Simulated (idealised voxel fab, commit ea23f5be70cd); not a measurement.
process module | voxel wiring stack
cross-section cut | 255 nm wide | cells 5 nm
A cross-section is a grid of square cells, given in bands from the top down. A band is one or more rows of cells.
Each band's line starts with the height of the band's top and of its bottom, in nm. Then come its materials from left to right, each with its width in nm. One material with "throughout" fills the band from edge to edge. "air" is empty space.
Height 0 is the level under which the wafer as received is all one material. The lowest band goes on downwards, as in "0 down".
A width such as "30 to 40" changes by the same amount from each row of cells to the next, from the band's top row to its bottom row.
"no change" after a step means that no cell of the cross-section changed.
closed voids: empty space of 8 cells or more with no open way to the top, each as width x height at its distance from the left edge, in nm
after a step's settings: what the simulator itself notes on the step
overlay nm, on a step with a mask: how far to the right of its planned place the mask lay; to the left if negative
plan
1 op RECEIVE | material Si
2 op CONFORMAL_DEP | material SiO2 | thk nm 10
3 op CONFORMAL_DEP | material SiCN | thk nm 5
4 op DIRECTIONAL_DEP | material SiO2 | thk nm 20
5 op MASKED_ETCH | tone open | mask id METAL_1 | width nm 25 | pitch nm 55 | etch materials SiO2 | depth nm 20 | overlay nm 0
6 op MASKED_ETCH | tone open | mask id METAL_1 | width nm 25 | pitch nm 55 | etch materials SiCN | depth nm 5 | overlay nm 0
7 op CONFORMAL_DEP | material TiN | thk nm 5
8 op FILL_DEP | material W | thk nm 5
9 op CMP | height nm 35
10 op EPI | material Ru | thk nm 5
11 op FILL_DEP | material SiCN | thk nm 5
12 op DIRECTIONAL_DEP | material lowk | thk nm 25
13 op DIRECTIONAL_DEP | material aC | thk nm 10
14 op PATTERN | tone open | mask id METAL_2_HOLES | material resist | width nm 15 | pitch nm 55 | thk nm 30 | overlay nm 0
15 op DIRECTIONAL_ETCH | etch materials aC | depth nm 10
16 op STRIP | etch materials resist
17 op DIRECTIONAL_ETCH | etch materials lowk | depth nm 25
18 op STRIP | etch materials aC
19 op PATTERN | tone open | mask id METAL_2 | material resist | width nm 15 | pitch nm 55 | thk nm 20 | overlay nm 0
20 op DIRECTIONAL_ETCH | etch materials lowk | depth nm 15
21 op DIRECTIONAL_ETCH | etch materials SiCN | depth nm 5
22 op STRIP | etch materials resist
23 op CONFORMAL_DEP | material TiN | thk nm 5
24 op FILL_DEP | material Ru | thk nm 10
25 op CMP | height nm 70
26 op CONFORMAL_DEP | material SiCN | thk nm 5
27 op DIRECTIONAL_DEP | material lowk | thk nm 25
28 op DIRECTIONAL_DEP | material aC | thk nm 15
29 op PATTERN | tone open | mask id METAL_3 | material resist | width nm 25 | pitch nm 55 | thk nm 30 | overlay nm 0
30 op DIRECTIONAL_ETCH | etch materials aC | depth nm 15
31 op STRIP | etch materials resist
32 op DIRECTIONAL_ETCH | etch materials lowk | depth nm 15
33 op STRIP | etch materials aC
34 op PATTERN | tone open | mask id METAL_3_HOLES | material resist | width nm 15 | pitch nm 55 | thk nm 20 | overlay nm 0
35 op DIRECTIONAL_ETCH | etch materials lowk | depth nm 10
36 op DIRECTIONAL_ETCH | etch materials SiCN | depth nm 5
37 op STRIP | etch materials resist
38 op CONFORMAL_DEP | material TiN | thk nm 5
39 op FILL_DEP | material Cu | thk nm 10
40 op CMP | height nm 100
41 op CONFORMAL_DEP | material SiN | thk nm 5
varied across the wafers: width nm of step 19. The plan shows the first wafer's value. All wafers start alike
first wafer as received, after step 1
  0 down: Si throughout
  closed voids: none
first wafer at the end, after step 41
  105 to 100: SiN throughout
  100 to 90: lowk 60 | TiN 5 | Cu 15 | TiN 5 | lowk 30 | TiN 5 | Cu 15 | TiN 5 | lowk 30 | TiN 5 | Cu 15 | TiN 5 | lowk 60
  90 to 85: lowk 60 | TiN 5 | Cu 5 | TiN 15 | lowk 30 | TiN 5 | Cu 5 | TiN 15 | lowk 30 | TiN 5 | Cu 5 | TiN 15 | lowk 60
  85 to 75: lowk 60 | TiN 5 | Cu 5 | TiN 5 | lowk 40 | TiN 5 | Cu 5 | TiN 5 | lowk 40 | TiN 5 | Cu 5 | TiN 5 | lowk 70
  75 to 70: SiCN 60 | TiN 15 | SiCN 40 | TiN 15 | SiCN 40 | TiN 15 | SiCN 70
  70 to 60: lowk 60 | TiN 5 | Ru 10 | TiN 5 | lowk 35 | TiN 5 | Ru 10 | TiN 5 | lowk 35 | TiN 5 | Ru 10 | TiN 5 | lowk 65
  60 to 50: lowk 60 | TiN 5 | Ru 5 | TiN 10 to 5 | lowk 35 to 40 | TiN 5 | Ru 5 | TiN 10 to 5 | lowk 35 to 40 | TiN 5 | Ru 5 | TiN 10 to 5 | lowk 65 to 70
  50 to 45: lowk 60 | TiN 15 | lowk 40 | TiN 15 | lowk 40 | TiN 15 | lowk 70
  45 to 40: SiCN 65 | TiN 10 | SiCN 45 | TiN 10 | SiCN 45 | TiN 10 | SiCN 70
  40 to 35: SiCN 55 | Ru 35 | SiCN 20 | Ru 35 | SiCN 20 | Ru 35 | SiCN 55
  35 to 15: SiO2 60 | TiN 5 | W 15 | TiN 5 | SiO2 30 | TiN 5 | W 15 | TiN 5 | SiO2 30 | TiN 5 | W 15 | TiN 5 | SiO2 60
  15 to 10: SiCN 60 | TiN 25 | SiCN 30 | TiN 25 | SiCN 30 | TiN 25 | SiCN 60
  10 to 0: SiO2 throughout
  0 down: Si throughout
  closed voids: none
last wafer at the end
  105 to 100: SiN throughout
  100 to 90: lowk 60 | TiN 5 | Cu 15 | TiN 5 | lowk 30 | TiN 5 | Cu 15 | TiN 5 | lowk 30 | TiN 5 | Cu 15 | TiN 5 | lowk 60
  90 to 85: lowk 60 | TiN 5 | Cu 5 | TiN 15 | lowk 30 | TiN 5 | Cu 5 | TiN 15 | lowk 30 | TiN 5 | Cu 5 | TiN 15 | lowk 60
  85 to 75: lowk 60 | TiN 5 | Cu 5 | TiN 5 | lowk 40 | TiN 5 | Cu 5 | TiN 5 | lowk 40 | TiN 5 | Cu 5 | TiN 5 | lowk 70
  75 to 70: SiCN 60 | TiN 15 | SiCN 40 | TiN 15 | SiCN 40 | TiN 15 | SiCN 70
  70 to 60: lowk 55 | TiN 5 | Ru 30 | TiN 5 | lowk 15 | TiN 5 | Ru 30 | TiN 5 | lowk 15 | TiN 5 | Ru 30 | TiN 5 | lowk 50
  60 to 55: lowk 55 | TiN 10 | Ru 5 | TiN 25 | lowk 15 | TiN 10 | Ru 5 | TiN 25 | lowk 15 | TiN 10 | Ru 5 | TiN 25 | lowk 50
  55 to 45: lowk 60 | TiN 5 | Ru 5 | TiN 5 | lowk 40 | TiN 5 | Ru 5 | TiN 5 | lowk 40 | TiN 5 | Ru 5 | TiN 5 | lowk 70
  45 to 40: SiCN 60 | TiN 15 | SiCN 40 | TiN 15 | SiCN 40 | TiN 15 | SiCN 70
  40 to 35: SiCN 55 | Ru 35 | SiCN 20 | Ru 35 | SiCN 20 | Ru 35 | SiCN 55
  35 to 15: SiO2 60 | TiN 5 | W 15 | TiN 5 | SiO2 30 | TiN 5 | W 15 | TiN 5 | SiO2 30 | TiN 5 | W 15 | TiN 5 | SiO2 60
  15 to 10: SiCN 60 | TiN 25 | SiCN 30 | TiN 25 | SiCN 30 | TiN 25 | SiCN 60
  10 to 0: SiO2 throughout
  0 down: Si throughout
  closed voids: none
each wafer at the end: cells of each material gained (+) or lost (-) since it was received, then its closed voids
width nm 15 | +27 Cu | +39 Ru | +153 SiCN | +51 SiN | +246 SiO2 | +126 TiN | +36 W | +393 lowk | closed voids: none
width nm 20 | +27 Cu | +45 Ru | +153 SiCN | +51 SiN | +246 SiO2 | +129 TiN | +36 W | +384 lowk | closed voids: none
width nm 25 | +27 Cu | +48 Ru | +150 SiCN | +51 SiN | +246 SiO2 | +129 TiN | +36 W | +384 lowk | closed voids: none
width nm 30 | +27 Cu | +54 Ru | +150 SiCN | +51 SiN | +246 SiO2 | +132 TiN | +36 W | +375 lowk | closed voids: none
width nm 35 | +27 Cu | +60 Ru | +150 SiCN | +51 SiN | +246 SiO2 | +135 TiN | +36 W | +366 lowk | closed voids: none
width nm 40 | +27 Cu | +66 Ru | +150 SiCN | +51 SiN | +246 SiO2 | +138 TiN | +36 W | +357 lowk | closed voids: none
